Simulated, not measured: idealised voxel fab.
The name of this process module is voxel spacer lines.
Cross-section cut: width 180 nm, square cells of 5 nm.
Cross-sections here: square-cell grids, written as top-down lists of bands, a band being one or more rows of cells.
Each band's line starts with the height of the band's top and of its bottom, in nm. Then come its materials from left to right, each with its width in nm. One material with "all across" fills the band from edge to edge. "empty" is empty space.
Heights are reckoned from 0. Under this level, the received wafer is all of one material. The bottommost band is open-ended downward, for example "from 0 down".
Graded width ("30..40"): value in top row of band = first number; value in bottom row = second number; row-to-row change constant.
For the purposes of this document, the phrase "remained the same" attached to a step denotes that no cell within the cross-section was modified by that step.
"Closed void listing" contains a list of empty spaces, each no smaller than 8 cells and without an open way to the top, written in the form width x height at distance with the distance from the left edge and all three in nm.
Anything after a step's settings on that line? It's the simulator's own note about the step.
"overlay nm" denotes, for a step that has a mask, the displacement of the mask to the right of its planned place, with negative values corresponding to the left.

[Steps in the process plan]
1 RECEIVE,material Si
2 CONFORMAL_DEP,material Al2O3,thk nm 5
3 DIRECTIONAL_DEP,material W,thk nm 10
4 DIRECTIONAL_DEP,material aC,thk nm 30
5 PATTERN,tone cover,mask id MANDREL,material resist,width nm 15,pitch nm 50,thk nm 35,overlay nm 0
6 DIRECTIONAL_ETCH,etch materials aC,depth nm 30
7 STRIP,etch materials resist
8 CONFORMAL_DEP,material SiO2,thk nm 10
9 DIRECTIONAL_ETCH,etch materials SiO2,depth nm 10
10 STRIP,etch materials aC
11 DIRECTIONAL_ETCH,etch materials W,depth nm 10
12 STRIP,etch materials SiO2
13 FILL_DEP,material lowk,thk nm 10
14 CMP,height nm 15
Same starting wafers, different width nm at step 5. Plan value belongs to the first wafer.

[The first of several wafers, as received after step 1, seen in section]
- from 0 down  Si all across
- Closed void listing: none

[First of several wafers, sectioned at end of module (last step: step 14)]
- from 15 to 5  20 nm lowk, 10 nm W, 15 nm lowk, 10 nm W, 15 nm lowk, 10 nm W, 15 nm lowk, 10 nm W, 15 nm lowk, 10 nm W, 15 nm lowk, 10 nm W, 25 nm lowk
- from 5 to 0  Al2O3 all across
- from 0 down  Si all across
- Closed void listing: none

[Cross-sectional view of the final wafer of several at the module's end]
- from 15 to 5  15 nm lowk, 10 nm W, 30 nm lowk, 20 nm W, 30 nm lowk, 20 nm W, 30 nm lowk, 10 nm W, 15 nm lowk
- from 5 to 0  Al2O3 all across
- from 0 down  Si all across
- Closed void listing: none

[Each row below is a wafer at the end of the module, listing for every material the number of cells it has gained (+) or lost (-) since it was received, followed by its closed voids]
width nm 15; +36 Al2O3; +24 W; +48 lowk; Closed void listing: none
width nm 20; +36 Al2O3; +24 W; +48 lowk; Closed void listing: none
width nm 25; +36 Al2O3; +24 W; +48 lowk; Closed void listing: none
width nm 30; +36 Al2O3; +24 W; +48 lowk; Closed void listing: none
